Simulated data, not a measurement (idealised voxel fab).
A process module follows: voxel self aligned vias.
Cross-section cut spans 230 nm and uses square cells 5 nm in size.
Reading order for cross-sections: top band down to bottom band. Underlying form: a grid of square cells. Band size: one or more rows of cells. Heads up on the band format: heights come first, top then bottom, in nm. After that it's the materials left to right, each with its width in nm. A single material flagged "throughout" fills the whole band edge to edge, and "blank" means there's empty space there. The reference from which all heights are counted is 0, the level beneath which the as-received wafer is entirely one material; the lowest band, having no lower bound, proceeds downward and is written after the example "z 0 and below". The expression "30 to 40" gives the width at the extremes of the band, the first number at its top row of cells and the second at its bottom row, with the width changing by equal amounts from each row to the next in between. A step reported as "no change occurred" is a step in which no cell of the cross-section changed. For the entry "Closed void listing", the listed items are empty spaces with no open way to the top whose size is 8 cells or more; each item follows the pattern width x height at distance, where distance is from the left edge and all three are in nm. Heads up: the bit after the settings on a step's line is the simulator's remark on that step. On any step carrying a mask, the "overlay nm" setting, if present on the step's line, tells how far right of its planned place the mask lay; negative values point to the left.
[Steps in the process plan]
- 1: op RECEIVE | material Si
- 2: op CONFORMAL_DEP | material SiO2 | thk nm 10
- 3: op CONFORMAL_DEP | material SiCN | thk nm 5
- 4: op DIRECTIONAL_DEP | material SiO2 | thk nm 30
- 5: op MASKED_ETCH | tone open | mask id LINES | width nm 20 | pitch nm 50 | etch materials SiO2 | depth nm 30 | overlay nm 0
- 6: op CONFORMAL_DEP | material TiN | thk nm 5
- 7: op FILL_DEP | material Ru | thk nm 10
- 8: op CMP | height nm 45
- 9: op SELECTIVE_ETCH | etch materials W Ru TiN | depth nm 10
- 10: op FILL_DEP | material SiN | thk nm 10
- 11: op CMP | height nm 45
- 12: op DIRECTIONAL_DEP | material SiO2 | thk nm 15
- 13: op PATTERN | tone open | mask id VIAS | material resist | width nm 30 | thk nm 20 | overlay nm 0
- 14: op DIRECTIONAL_ETCH | etch materials SiO2 | depth nm 15
- 15: op DIRECTIONAL_ETCH | etch materials SiN | depth nm 10
- 16: op STRIP | etch materials resist
- 17: op CONFORMAL_DEP | material TiN | thk nm 5
- 18: op FILL_DEP | material W | thk nm 5
- 19: op CMP | height nm 60
- 20: op CONFORMAL_DEP | material SiCN | thk nm 5
[Cross-section: wafer on arrival = after step 1]
	z 0 and below  Si throughout
	Closed void listing: none
[Cross-sectional image of the first of two wafers at the end of the module, the run having proceeded as planned]
	z 65 to 60  SiCN throughout
	z 60 to 50  SiO2 75, then TiN 5, then W 20, then TiN 5, then SiO2 125
	z 50 to 45  SiO2 75, then TiN 10, then W 10, then TiN 10, then SiO2 125
	z 45 to 40  SiO2 80, then TiN 5, then W 10, then TiN 5, then SiO2 30, then SiN 20, then SiO2 80
	z 40 to 35  SiO2 80, then TiN 20, then SiO2 30, then SiN 20, then SiO2 80
	z 35 to 20  SiO2 80, then TiN 5, then Ru 10, then TiN 5, then SiO2 30, then TiN 5, then Ru 10, then TiN 5, then SiO2 80
	z 20 to 15  SiO2 80, then TiN 20, then SiO2 30, then TiN 20, then SiO2 80
	z 15 to 10  SiCN throughout
	z 10 to 0  SiO2 throughout
	z 0 and below  Si throughout
	Closed void listing: none
[Wafer two cross-section, module end. Start and plan unchanged from wafer one; one mistake made during the run]
	z 65 to 60  SiCN throughout
	z 60 to 50  W 70, then TiN 5, then SiO2 30, then TiN 5, then W 120
	z 50 to 45  TiN 75, then SiO2 30, then TiN 30, then W 10, then TiN 85
	z 45 to 40  SiO2 80, then SiN 20, then SiO2 30, then TiN 5, then W 10, then TiN 5, then SiO2 80
	z 40 to 35  SiO2 80, then SiN 20, then SiO2 30, then TiN 20, then SiO2 80
	z 35 to 20  SiO2 80, then TiN 5, then Ru 10, then TiN 5, then SiO2 30, then TiN 5, then Ru 10, then TiN 5, then SiO2 80
	z 20 to 15  SiO2 80, then TiN 20, then SiO2 30, then TiN 20, then SiO2 80
	z 15 to 10  SiCN throughout
	z 10 to 0  SiO2 throughout
	z 0 and below  Si throughout
	Closed void listing: none
So what did we get wrong on this run? rather than as planned, step 13 actually ran as op PATTERN | tone cover | mask id VIAS | material resist | width nm 30 | thk nm 20 | overlay nm 0
Heads up, by the end the second wafer has more or fewer cells of some materials compared to the first: SiO2: 102 fewer | TiN: 34 more | W: 68 more
